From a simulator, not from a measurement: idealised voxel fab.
Process module under the name voxel self aligned contacts
The figure presents cross-section cut, which has a width of 180 nm and is divided into square cells with an edge length of 5 nm.
Cross-section = grid of square cells, listed top down in bands; band = one or more rows. Per band: top height and bottom height in nm, followed by the left-to-right materials and their widths in nm; "all across" marks a single material spanning edge to edge, "empty" marks empty space. We count height from 0. Below that, the starting wafer is all one material. The lowest band never ends at the bottom but goes on down; see "0 down" for how that is written. You'd read "30..40" like this: the band's top row of cells is as wide as the first number, its bottom row is as wide as the second, and going down, every row changes width by the same amount as the row before did. The designation "no modification", where it is given for a processing step, indicates that no cell of the cross-section was altered in the course of that step. Closed empty spaces (no open way to the top) of 8 cells or more are what "Enclosed void entries" lists, each as width x height at distance from the left edge, nm for all three. What comes after the settings on a step's line is commentary from the simulator itself on that step. Steps that use a mask can have "overlay nm" on their line. It says how far the mask sat to the right of where it was meant to be. Negative means to the left.
### The steps planned for the process are as follows
1,RECEIVE | material Si
2,CONFORMAL_DEP | material SiO2 | thk nm 5
3,DIRECTIONAL_DEP | material polySi | thk nm 25
4,DIRECTIONAL_DEP | material SiN | thk nm 20
5,PATTERN | tone cover | mask id GATE | material resist | width nm 25 | pitch nm 65 | thk nm 20 | overlay nm 0
6,DIRECTIONAL_ETCH | etch materials SiN | depth nm 20
7,DIRECTIONAL_ETCH | etch materials polySi | depth nm 25
8,STRIP | etch materials resist
9,CONFORMAL_DEP | material SiN | thk nm 10
10,DIRECTIONAL_ETCH | etch materials SiN | depth nm 10
11,FILL_DEP | material SiO2 | thk nm 20
12,CMP | height nm 60
13,PATTERN | tone open | mask id CONTACT | material resist | width nm 50 | thk nm 15 | overlay nm 0
14,DIRECTIONAL_ETCH | etch materials SiO2 | depth nm 60
15,STRIP | etch materials resist
16,CONFORMAL_DEP | material TiN | thk nm 5
17,FILL_DEP | material Ru | thk nm 5
18,CMP | height nm 60
19,CONFORMAL_DEP | material SiCN | thk nm 5
### First wafer of two (run as planned)
### As-received state of the wafer in cross-section, equivalent to post-step 1
  0 down: Si all across
  Enclosed void entries: none
### Once step 2 is through, the wafer looks like this in cross-section
  5 to 0: SiO2 all across
  below 0: unchanged
### Once step 3 is through, the wafer looks like this in cross-section
  30 to 5: polySi all across
  below 5: unchanged
### Once step 4 is through, the wafer looks like this in cross-section
  50 to 30: SiN all across
  below 30: unchanged
### Once step 5 is through, the wafer looks like this in cross-section
  70 to 50: empty 45, then resist 25, then empty 40, then resist 25, then empty 45
  below 50: unchanged
### Once step 6 is through, the wafer looks like this in cross-section
  70 to 50: empty 45, then resist 25, then empty 40, then resist 25, then empty 45
  50 to 30: empty 45, then SiN 25, then empty 40, then SiN 25, then empty 45
  below 30: unchanged
### Once step 7 is through, the wafer looks like this in cross-section
  70 to 50: empty 45, then resist 25, then empty 40, then resist 25, then empty 45
  50 to 30: empty 45, then SiN 25, then empty 40, then SiN 25, then empty 45
  30 to 5: empty 45, then polySi 25, then empty 40, then polySi 25, then empty 45
  below 5: unchanged
### Once step 8 is through, the wafer looks like this in cross-section
  50 to 30: empty 45, then SiN 25, then empty 40, then SiN 25, then empty 45
  below 30: unchanged
### Once step 9 is through, the wafer looks like this in cross-section
  60 to 30: empty 35, then SiN 45, then empty 20, then SiN 45, then empty 35
  30 to 15: empty 35, then SiN 10, then polySi 25, then SiN 10, then empty 20, then SiN 10, then polySi 25, then SiN 10, then empty 35
  15 to 5: SiN 45, then polySi 25, then SiN 40, then polySi 25, then SiN 45
  below 5: unchanged
### Once step 10 is through, the wafer looks like this in cross-section
  50 to 30: empty 35, then SiN 45, then empty 20, then SiN 45, then empty 35
  30 to 5: empty 35, then SiN 10, then polySi 25, then SiN 10, then empty 20, then SiN 10, then polySi 25, then SiN 10, then empty 35
  below 5: unchanged
### Once step 11 is through, the wafer looks like this in cross-section
  70 to 50: SiO2 all across
  50 to 30: SiO2 35, then SiN 45, then SiO2 20, then SiN 45, then SiO2 35
  30 to 5: SiO2 35, then SiN 10, then polySi 25, then SiN 10, then SiO2 20, then SiN 10, then polySi 25, then SiN 10, then SiO2 35
  below 5: unchanged
### Once step 12 is through, the wafer looks like this in cross-section
  60 to 50: SiO2 all across
  below 50: unchanged
### Once step 13 is through, the wafer looks like this in cross-section
  75 to 60: resist 65, then empty 50, then resist 65
  below 60: unchanged
### Once step 14 is through, the wafer looks like this in cross-section
  75 to 60: resist 65, then empty 50, then resist 65
  60 to 50: SiO2 65, then empty 50, then SiO2 65
  50 to 30: SiO2 35, then SiN 45, then empty 20, then SiN 45, then SiO2 35
  30 to 5: SiO2 35, then SiN 10, then polySi 25, then SiN 10, then empty 20, then SiN 10, then polySi 25, then SiN 10, then SiO2 35
  5 to 0: SiO2 80, then empty 20, then SiO2 80
  below 0: unchanged
### Once step 15 is through, the wafer looks like this in cross-section
  60 to 50: SiO2 65, then empty 50, then SiO2 65
  below 50: unchanged
### Once step 16 is through, the wafer looks like this in cross-section
  65 to 60: TiN 70, then empty 40, then TiN 70
  60 to 50: SiO2 65, then TiN 5..20, then empty 40..10, then TiN 5..20, then SiO2 65
  50 to 30: SiO2 35, then SiN 45, then TiN 5, then empty 10, then TiN 5, then SiN 45, then SiO2 35
  30 to 5: SiO2 35, then SiN 10, then polySi 25, then SiN 10, then TiN 5, then empty 10, then TiN 5, then SiN 10, then polySi 25, then SiN 10, then SiO2 35
  5 to 0: SiO2 80, then TiN 20, then SiO2 80
  below 0: unchanged
### Once step 17 is through, the wafer looks like this in cross-section
  70 to 65: Ru all across
  65 to 60: TiN 70, then Ru 40, then TiN 70
  60 to 50: SiO2 65, then TiN 5..20, then Ru 40..10, then TiN 5..20, then SiO2 65
  50 to 30: SiO2 35, then SiN 45, then TiN 5, then Ru 10, then TiN 5, then SiN 45, then SiO2 35
  30 to 5: SiO2 35, then SiN 10, then polySi 25, then SiN 10, then TiN 5, then Ru 10, then TiN 5, then SiN 10, then polySi 25, then SiN 10, then SiO2 35
  below 5: unchanged
### Once step 18 is through, the wafer looks like this in cross-section
  60 to 50: SiO2 65, then TiN 5..20, then Ru 40..10, then TiN 5..20, then SiO2 65
  below 50: unchanged
### Once step 19 is through, the wafer looks like this in cross-section
  65 to 60: SiCN all across
  below 60: unchanged
### Second wafer - shared start and plan with the first - one error in running - same as the first up to step 3 inclusive
### Here is the second wafer in cross-section at the point where step 4 of the plan should have been done
  70 to 30: SiN all across
  below 30: unchanged
### Here is the second wafer in cross-section at the point where step 5 of the plan should have been done
  90 to 70: empty 45, then resist 25, then empty 40, then resist 25, then empty 45
  below 70: unchanged
### Here is the second wafer in cross-section at the point where step 6 of the plan should have been done
  90 to 70: empty 45, then resist 25, then empty 40, then resist 25, then empty 45
  70 to 50: empty 45, then SiN 25, then empty 40, then SiN 25, then empty 45
  below 50: unchanged
Here is the second wafer in cross-section at the point where step 7 of the plan should have been done: no modification
### Here is the second wafer in cross-section at the point where step 8 of the plan should have been done
  70 to 50: empty 45, then SiN 25, then empty 40, then SiN 25, then empty 45
  below 50: unchanged
### Here is the second wafer in cross-section at the point where step 9 of the plan should have been done
  80 to 60: empty 35, then SiN 45, then empty 20, then SiN 45, then empty 35
  60 to 30: SiN all across
  below 30: unchanged
### Here is the second wafer in cross-section at the point where step 10 of the plan should have been done
  70 to 50: empty 35, then SiN 45, then empty 20, then SiN 45, then empty 35
  below 50: unchanged
### Here is the second wafer in cross-section at the point where step 11 of the plan should have been done
  90 to 70: SiO2 all across
  70 to 50: SiO2 35, then SiN 45, then SiO2 20, then SiN 45, then SiO2 35
  below 50: unchanged
### Here is the second wafer in cross-section at the point where step 12 of the plan should have been done
  60 to 50: SiO2 35, then SiN 45, then SiO2 20, then SiN 45, then SiO2 35
  below 50: unchanged
### Here is the second wafer in cross-section at the point where step 13 of the plan should have been done
  75 to 60: resist 65, then empty 50, then resist 65
  below 60: unchanged
### Here is the second wafer in cross-section at the point where step 14 of the plan should have been done
  75 to 60: resist 65, then empty 50, then resist 65
  60 to 50: SiO2 35, then SiN 45, then empty 20, then SiN 45, then SiO2 35
  below 50: unchanged
### Here is the second wafer in cross-section at the point where step 15 of the plan should have been done
  60 to 50: SiO2 35, then SiN 45, then empty 20, then SiN 45, then SiO2 35
  below 50: unchanged
### Here is the second wafer in cross-section at the point where step 16 of the plan should have been done
  65 to 60: TiN 85, then empty 10, then TiN 85
  60 to 55: SiO2 35, then SiN 45, then TiN 5, then empty 10, then TiN 5, then SiN 45, then SiO2 35
  55 to 50: SiO2 35, then SiN 45, then TiN 20, then SiN 45, then SiO2 35
  below 50: unchanged
### Here is the second wafer in cross-section at the point where step 17 of the plan should have been done
  70 to 65: Ru all across
  65 to 60: TiN 85, then Ru 10, then TiN 85
  60 to 55: SiO2 35, then SiN 45, then TiN 5, then Ru 10, then TiN 5, then SiN 45, then SiO2 35
  below 55: unchanged
### Here is the second wafer in cross-section at the point where step 18 of the plan should have been done
  60 to 55: SiO2 35, then SiN 45, then TiN 5, then Ru 10, then TiN 5, then SiN 45, then SiO2 35
  below 55: unchanged
### Here is the second wafer in cross-section at the point where step 19 of the plan should have been done
  65 to 60: SiCN all across
  below 60: unchanged
Finding, execution versus plan: plan step 4 ran twice
Looking at both finished wafers in cells, the second ends up ahead of or behind the first on some materials: -26 Ru; +68 SiN; -146 SiO2; -26 TiN; +130 polySi
